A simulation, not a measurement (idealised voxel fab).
Name of the process module below: voxel ribs on slabs
Pictured: cross-section cut, 240 nm wide, on a grid of 5 nm square cells.
Cross-section layout: square cells on a grid; listed as bands, top to bottom; a band spans one or more cell rows.
Heads up on the band format: heights come first, top then bottom, in nm. After that it's the materials left to right, each with its width in nm. A single material flagged "everywhere" fills the whole band edge to edge, and "air" means there's empty space there.
Height is counted from the level 0, under which the received wafer is composed throughout of one material. The lowest of the bands is not closed at the bottom but continues downward, in the notation "0 -> down".
You'd read "30->40" like this: the band's top row of cells is as wide as the first number, its bottom row is as wide as the second, and going down, every row changes width by the same amount as the row before did.
For the purposes of this document, the phrase "remained the same" attached to a step denotes that no cell within the cross-section was modified by that step.
The entry "Encapsulated voids" lists the empty spaces that cover at least 8 cells and have no open path to the top. Each is written as width x height at distance, where the distance is measured from the left edge and all three values are in nm.
Past the settings on a step's line: simulator remark, on that step.
Regarding "overlay nm": on a step with a mask, it is the distance the mask lay to the right of its planned place; a negative value places it to the left.
**Listed below are the process steps as planned**
- 1: op RECEIVE | material Si
- 2: op DIRECTIONAL_DEP | material SiO2 | thk nm 30
- 3: op DIRECTIONAL_DEP | material SiN | thk nm 25
- 4: op DIRECTIONAL_DEP | material aC | thk nm 10
- 5: op PATTERN | tone cover | mask id RIB | material resist | width nm 15 | thk nm 25 | overlay nm 0
- 6: op DIRECTIONAL_ETCH | etch materials aC | depth nm 10
- 7: op STRIP | etch materials resist
- 8: op DIRECTIONAL_ETCH | etch materials SiN | depth nm 15
- 9: op STRIP | etch materials aC
- 10: op DIRECTIONAL_DEP | material aC | thk nm 15
- 11: op PATTERN | tone cover | mask id SLAB | material resist | width nm 45 | thk nm 35 | overlay nm 0
- 12: op DIRECTIONAL_ETCH | etch materials aC | depth nm 15
- 13: op STRIP | etch materials resist
- 14: op DIRECTIONAL_ETCH | etch materials SiN | depth nm 10
- 15: op STRIP | etch materials aC
- 16: op FILL_DEP | material SiO2 | thk nm 20
- 17: op CMP | height nm 65
- 18: op DIRECTIONAL_DEP | material W | thk nm 10
- 19: op DIRECTIONAL_DEP | material aC | thk nm 15
- 20: op PATTERN | tone cover | mask id HEATER | material resist | width nm 25 | thk nm 30 | overlay nm 0
- 21: op DIRECTIONAL_ETCH | etch materials aC | depth nm 15
- 22: op STRIP | etch materials resist
- 23: op DIRECTIONAL_ETCH | etch materials W | depth nm 10
- 24: op STRIP | etch materials aC
- 25: op CONFORMAL_DEP | material SiN | thk nm 5
**Shown in cross-section is the wafer as received, that is, as it stands after step 1**
> 0 -> down = Si everywhere
> Encapsulated voids: none
**first wafer at the end, as planned**
> 80 -> 75 = air 100 / SiN 35 / air 105
> 75 -> 70 = air 100 / SiN 5 / W 25 / SiN 5 / air 105
> 70 -> 65 = SiN 105 / W 25 / SiN 110
> 65 -> 55 = SiO2 everywhere
> 55 -> 40 = SiO2 110 / SiN 15 / SiO2 115
> 40 -> 30 = SiO2 95 / SiN 45 / SiO2 100
> 30 -> 0 = SiO2 everywhere
> 0 -> down = Si everywhere
> Encapsulated voids: none
**What the second wafer looks like in cross-section once the module is done. Its start and its plan matched the first wafer's exactly; what differed was one mistake in how it was run**
> 75 -> 65 = air 105 / W 25 / air 110
> 65 -> 55 = SiO2 everywhere
> 55 -> 40 = SiO2 110 / SiN 15 / SiO2 115
> 40 -> 30 = SiO2 95 / SiN 45 / SiO2 100
> 30 -> 0 = SiO2 everywhere
> 0 -> down = Si everywhere
> Encapsulated voids: none
Plan not followed: the plan's step 25 went unexecuted, having been skipped
Final cells, second wafer relative to first, materials higher or lower: SiN -52
